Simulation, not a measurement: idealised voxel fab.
process module | voxel gate over fins
cross-section cut | 185 nm wide | cells 5 nm
A cross-section is a grid of square cells, given in bands from the top down. A band is one or more rows of cells.
Each band's line starts with the height of the band's top and of its bottom, in nm. Then come its materials from left to right, each with its width in nm. One material with "throughout" fills the band from edge to edge. "air" is empty space.
Height 0 is the level under which the wafer as received is all one material. The lowest band goes on downwards, as in "0 down".
A width such as "30 to 40" changes by the same amount from each row of cells to the next, from the band's top row to its bottom row.
"no change" after a step means that no cell of the cross-section changed.
closed voids: empty space of 8 cells or more with no open way to the top, each as width x height at its distance from the left edge, in nm
after a step's settings: what the simulator itself notes on the step
overlay nm, on a step with a mask: how far to the right of its planned place the mask lay; to the left if negative
plan
1 op RECEIVE | material Si
2 op CONFORMAL_DEP | material SiN | thk nm 10
3 op PATTERN | tone cover | mask id FINS | material resist | width nm 15 | pitch nm 40 | thk nm 20 | overlay nm 0
4 op DIRECTIONAL_ETCH | etch materials SiN | depth nm 10
5 op DIRECTIONAL_ETCH | etch materials Si | depth nm 35
6 op STRIP | etch materials resist
7 op FILL_DEP | material SiO2 | thk nm 5
8 op CMP | height nm 10
9 op SELECTIVE_ETCH | etch materials SiO2 | depth nm 25
10 op STRIP | etch materials SiN
11 op CONFORMAL_DEP | material HfO2 | thk nm 5
12 op CONFORMAL_DEP | material TiN | thk nm 5
13 op CONFORMAL_DEP | material TiAl | thk nm 5
14 op CONFORMAL_DEP | material TiN | thk nm 5
15 op FILL_DEP | material W | thk nm 15
16 op CMP | height nm 30
17 op CONFORMAL_DEP | material SiCN | thk nm 5
varied across the wafers: width nm of step 3. The plan shows the first wafer's value. All wafers start alike
first wafer as received, after step 1
  0 down: Si throughout
  closed voids: none
first wafer at the end, after step 17
  35 to 30: SiCN throughout
  30 to 20: W throughout
  20 to 15: W 25 | TiN 135 | W 25
  15 to 10: W 25 | TiN 5 | TiAl 125 | TiN 5 | W 25
  10 to 5: W 25 | TiN 5 | TiAl 5 | TiN 35 | TiAl 5 | TiN 35 | TiAl 5 | TiN 35 | TiAl 5 | TiN 5 | W 25
  5 to 0: TiN 30 | TiAl 5 | TiN 5 | HfO2 25 | TiN 5 | TiAl 5 | TiN 5 | HfO2 25 | TiN 5 | TiAl 5 | TiN 5 | HfO2 25 | TiN 5 | TiAl 5 | TiN 30
  0 to -5: TiAl 35 | TiN 5 | HfO2 5 | Si 15 | HfO2 5 | TiN 5 | TiAl 5 | TiN 5 | HfO2 5 | Si 15 | HfO2 5 | TiN 5 | TiAl 5 | TiN 5 | HfO2 5 | Si 15 | HfO2 5 | TiN 5 | TiAl 35
  -5 to -10: TiN 40 | HfO2 5 | Si 15 | HfO2 5 | TiN 15 | HfO2 5 | Si 15 | HfO2 5 | TiN 15 | HfO2 5 | Si 15 | HfO2 5 | TiN 40
  -10 to -15: HfO2 45 | Si 15 | HfO2 25 | Si 15 | HfO2 25 | Si 15 | HfO2 45
  -15 to -35: SiO2 45 | Si 15 | SiO2 25 | Si 15 | SiO2 25 | Si 15 | SiO2 45
  -35 down: Si throughout
  closed voids: none
last wafer at the end
  35 to 30: SiCN throughout
  30 to 20: W throughout
  20 to 15: W 20 | TiN 145 | W 20
  15 to 10: W 20 | TiN 5 | TiAl 135 | TiN 5 | W 20
  10 to 5: W 20 | TiN 5 | TiAl 5 | TiN 125 | TiAl 5 | TiN 5 | W 20
  5 to 0: TiN 25 | TiAl 5 | TiN 5 | HfO2 35 | TiN 5 | HfO2 35 | TiN 5 | HfO2 35 | TiN 5 | TiAl 5 | TiN 25
  0 to -5: TiAl 30 | TiN 5 | HfO2 5 | Si 25 | HfO2 5 | TiN 5 | HfO2 5 | Si 25 | HfO2 5 | TiN 5 | HfO2 5 | Si 25 | HfO2 5 | TiN 5 | TiAl 30
  -5 to -10: TiN 35 | HfO2 5 | Si 25 | HfO2 5 | TiN 5 | HfO2 5 | Si 25 | HfO2 5 | TiN 5 | HfO2 5 | Si 25 | HfO2 5 | TiN 35
  -10 to -15: HfO2 40 | Si 25 | HfO2 15 | Si 25 | HfO2 15 | Si 25 | HfO2 40
  -15 to -35: SiO2 40 | Si 25 | SiO2 15 | Si 25 | SiO2 15 | Si 25 | SiO2 40
  -35 down: Si throughout
  closed voids: none
each wafer at the end: cells of each material gained (+) or lost (-) since it was received, then its closed voids
width nm 15 | +55 HfO2 | -196 Si | +37 SiCN | +112 SiO2 | +49 TiAl | +98 TiN | +104 W | closed voids: none
width nm 20 | +55 HfO2 | -175 Si | +37 SiCN | +100 SiO2 | +43 TiAl | +98 TiN | +101 W | closed voids: none
width nm 25 | +55 HfO2 | -154 Si | +37 SiCN | +88 SiO2 | +43 TiAl | +92 TiN | +98 W | closed voids: none
